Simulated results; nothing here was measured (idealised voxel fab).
Process module, titled voxel transistor to metal
Cross-section cut: width 290 nm, square cells of 5 nm.
A cross-section in this document is a grid of square cells, and it is written down as bands, the top band listed before the ones below it; a band is made up of one or more rows of cells.
Top, bottom (nm), then materials left to right with widths (nm); lone material tagged "all across" fills the whole band edge to edge; "blank" = empty space.
Below 0: as-received wafer, all one material; heights counted from there. Lowest band: no bottom, goes on down, written "0 and below".
The width entry "30->40" should be interpreted row by row: the top row of cells in the band takes the first number, the bottom row takes the second number, and the change between adjacent rows is uniform throughout.
Where a step carries "changes: none", the cross-section came out of it unchanged, cell for cell.
"Enclosed internal cavities": sealed empty spaces, 8 cells or more, no open way to top, listed width x height at distance, with distance from the left edge and width, height and distance in nm.
Text after the settings on a step's line: the simulator's own remark on that step.
The setting "overlay nm" may be written on the line of a step. When the step uses a mask, the value reports how far to the right of the planned place the mask lay, and a negative value reports that it lay to the left.

## Below is the list of planned process steps
- 1: RECEIVE [material Si]
- 2: CONFORMAL_DEP [material SiO2] [thk nm 5]
- 3: CONFORMAL_DEP [material SiN] [thk nm 10]
- 4: PATTERN [tone cover] [mask id ACTIVE] [material resist] [width nm 105] [pitch nm 130] [thk nm 15] [overlay nm 0]
- 5: DIRECTIONAL_ETCH [etch materials SiN] [depth nm 10]
- 6: DIRECTIONAL_ETCH [etch materials SiO2] [depth nm 5]
- 7: DIRECTIONAL_ETCH [etch materials Si] [depth nm 20]
- 8: STRIP [etch materials resist]
- 9: FILL_DEP [material SiO2] [thk nm 10]
- 10: CMP [height nm 15]
- 11: SELECTIVE_ETCH [etch materials SiO2] [depth nm 10]
- 12: STRIP [etch materials SiN]
- 13: SELECTIVE_ETCH [etch materials SiO2] [depth nm 5]
- 14: OXIDIZE [depth nm 5]
- 15: DIRECTIONAL_DEP [material polySi] [thk nm 20]
- 16: DIRECTIONAL_DEP [material SiCN] [thk nm 15]
- 17: DIRECTIONAL_DEP [material aC] [thk nm 10]
- 18: PATTERN [tone cover] [mask id GATE] [material resist] [width nm 25] [pitch nm 130] [thk nm 30] [overlay nm 0]
- 19: DIRECTIONAL_ETCH [etch materials aC] [depth nm 10]
- 20: STRIP [etch materials resist]
- 21: DIRECTIONAL_ETCH [etch materials SiCN] [depth nm 25]
- 22: DIRECTIONAL_ETCH [etch materials polySi] [depth nm 30]
- 23: STRIP [etch materials aC]
- 24: CONFORMAL_DEP [material SiO2] [thk nm 5]
- 25: DIRECTIONAL_ETCH [etch materials SiO2] [depth nm 5]
- 26: CONFORMAL_DEP [material SiN] [thk nm 5]
- 27: DIRECTIONAL_ETCH [etch materials SiN] [depth nm 5]
- 28: DIRECTIONAL_ETCH [etch materials SiO2] [depth nm 5]
- 29: EPI [material SiGe] [thk nm 5]
- 30: FILL_DEP [material SiO2] [thk nm 10]
- 31: CMP [height nm 20]
- 32: STRIP [etch materials polySi]
- 33: SELECTIVE_ETCH [etch materials SiO2] [depth nm 5]
- 34: CONFORMAL_DEP [material HfO2] [thk nm 5]
- 35: CONFORMAL_DEP [material TiN] [thk nm 5]
- 36: FILL_DEP [material W] [thk nm 10]
- 37: CMP [height nm 15]
- 38: DIRECTIONAL_DEP [material SiO2] [thk nm 10]
- 39: DIRECTIONAL_DEP [material aC] [thk nm 15]
- 40: PATTERN [tone open] [mask id CONTACT] [material resist] [width nm 15] [thk nm 30] [overlay nm 0]
- 41: DIRECTIONAL_ETCH [etch materials aC] [depth nm 15]
- 42: STRIP [etch materials resist]
- 43: DIRECTIONAL_ETCH [etch materials SiO2] [depth nm 25]
- 44: STRIP [etch materials aC]
- 45: CONFORMAL_DEP [material TiN] [thk nm 5]
- 46: FILL_DEP [material Ru] [thk nm 10]
- 47: CMP [height nm 25]
- 48: CONFORMAL_DEP [material SiN] [thk nm 5]
- 49: DIRECTIONAL_DEP [material SiO2] [thk nm 20]
- 50: MASKED_ETCH [tone open] [mask id METAL_1] [width nm 15] [etch materials SiO2] [depth nm 20] [overlay nm 0]
- 51: MASKED_ETCH [tone open] [mask id METAL_1] [width nm 15] [etch materials SiN] [depth nm 5] [overlay nm 0]
- 52: CONFORMAL_DEP [material TiN] [thk nm 5]
- 53: FILL_DEP [material Cu] [thk nm 10]
- 54: CMP [height nm 50]
- 55: CONFORMAL_DEP [material SiCN] [thk nm 5]
- 56: DIRECTIONAL_DEP [material lowk] [thk nm 25]
- 57: MASKED_ETCH [tone open] [mask id METAL_2] [width nm 15] [pitch nm 130] [etch materials lowk] [depth nm 15] [overlay nm 0]
- 58: MASKED_ETCH [tone open] [mask id METAL_2_HOLES] [width nm 15] [pitch nm 130] [etch materials lowk] [depth nm 10] [overlay nm 0]
- 59: MASKED_ETCH [tone open] [mask id METAL_2_HOLES] [width nm 15] [pitch nm 130] [etch materials SiCN] [depth nm 5] [overlay nm 0]
- 60: CONFORMAL_DEP [material TiN] [thk nm 5]
- 61: FILL_DEP [material Cu] [thk nm 10]
- 62: CMP [height nm 80]
- 63: CONFORMAL_DEP [material SiCN] [thk nm 5]

## Cross-section of the wafer at receipt, which is the condition after step 1
> 0 and below: Si all across
> Enclosed internal cavities: none

## Below is the wafer in cross-section after the module was completed. It began from the starting point shown above and followed the plan shown above, except that one mistake was made while running it
> 85 down to 80: SiCN all across
> 80 down to 55: lowk 35, TiN 5, Cu 5, TiN 5, lowk 115, TiN 5, Cu 5, TiN 5, lowk 110
> 55 down to 50: SiCN 35, TiN 15, SiCN 115, TiN 15, SiCN 110
> 50 down to 30: SiO2 35, TiN 5, Cu 5, TiN 5, SiO2 55, TiN 5, Cu 5, TiN 5, SiO2 45, TiN 5, Cu 5, TiN 5, SiO2 55, TiN 5, Cu 5, TiN 5, SiO2 40
> 30 down to 25: SiN 35, TiN 15, SiN 55, TiN 15, SiN 45, TiN 15, SiN 55, TiN 15, SiN 40
> 25 down to 15: SiO2 35, TiN 5, Ru 5, TiN 5, SiO2 55, TiN 5, Ru 5, TiN 5, SiO2 45, TiN 5, Ru 5, TiN 5, SiO2 55, TiN 5, Ru 5, TiN 5, SiO2 40
> 15 down to 5: SiO2 35, TiN 5, Ru 5, TiN 5, SiO2 5, SiN 5, HfO2 5, TiN 5, W 15, TiN 5, HfO2 5, SiN 5, SiO2 5, TiN 5, Ru 5, TiN 5, SiO2 45, TiN 5, Ru 5, TiN 5, SiO2 5, SiN 5, HfO2 5, TiN 5, W 15, TiN 5, HfO2 5, SiN 5, SiO2 5, TiN 5, Ru 5, TiN 5, SiO2 40
> 5 down to 0: SiO2 35, TiN 15, SiO2 5, SiN 5, HfO2 5, TiN 25, HfO2 5, SiN 5, SiO2 5, TiN 15, SiO2 45, TiN 15, SiO2 5, SiN 5, HfO2 5, TiN 25, HfO2 5, SiN 5, SiO2 5, TiN 15, SiO2 40
> 0 down to -5: SiO2 20, SiGe 35, SiO2 5, HfO2 35, SiO2 5, SiGe 35, SiO2 15, SiGe 35, SiO2 5, HfO2 35, SiO2 5, SiGe 35, SiO2 25
> -5 down to -40: SiO2 25, Si 105, SiO2 25, Si 105, SiO2 30
> -40 and below: Si all across
> Enclosed internal cavities: none
Want to know what went wrong? in the plan, step 7 was performed twice
